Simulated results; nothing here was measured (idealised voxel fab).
process module | voxel double patterning
cross-section cut | 210 nm wide | cells 5 nm
A cross-section is a grid of square cells, given in bands from the top down. A band is one or more rows of cells.
Each band's line starts with the height of the band's top and of its bottom, in nm. Then come its materials from left to right, each with its width in nm. One material with "throughout" fills the band from edge to edge. "air" is empty space.
Height 0 is the level under which the wafer as received is all one material. The lowest band goes on downwards, as in "0 down".
A width such as "30 to 40" changes by the same amount from each row of cells to the next, from the band's top row to its bottom row.
"no change" after a step means that no cell of the cross-section changed.
closed voids: empty space of 8 cells or more with no open way to the top, each as width x height at its distance from the left edge, in nm
after a step's settings: what the simulator itself notes on the step
overlay nm, on a step with a mask: how far to the right of its planned place the mask lay; to the left if negative
plan
1 op RECEIVE | material Si
2 op CONFORMAL_DEP | material SiO2 | thk nm 10
3 op DIRECTIONAL_DEP | material polySi | thk nm 10
4 op DIRECTIONAL_DEP | material SiN | thk nm 5
5 op PATTERN | tone open | mask id FIRST | material resist | width nm 15 | pitch nm 50 | thk nm 15 | overlay nm 0
6 op DIRECTIONAL_ETCH | etch materials SiN | depth nm 5
7 op STRIP | etch materials resist
8 op DIRECTIONAL_DEP | material aC | thk nm 10
9 op PATTERN | tone open | mask id SECOND | material resist | width nm 15 | pitch nm 50 | thk nm 25 | overlay nm 0
10 op DIRECTIONAL_ETCH | etch materials aC | depth nm 10
11 op STRIP | etch materials resist
12 op DIRECTIONAL_ETCH | etch materials SiN | depth nm 5
13 op STRIP | etch materials aC
14 op DIRECTIONAL_ETCH | etch materials polySi | depth nm 10
15 op STRIP | etch materials SiN
varied across the wafers: width nm of step 5. The plan shows the first wafer's value. All wafers start alike
first wafer as received, after step 1
  0 down: Si throughout
  closed voids: none
each wafer at the end: cells of each material gained (+) or lost (-) since it was received, then its closed voids
width nm 15 | +84 SiO2 | +54 polySi | closed voids: none
width nm 20 | +84 SiO2 | +48 polySi | closed voids: none
width nm 25 | +84 SiO2 | +42 polySi | closed voids: none
width nm 30 | +84 SiO2 | +36 polySi | closed voids: none
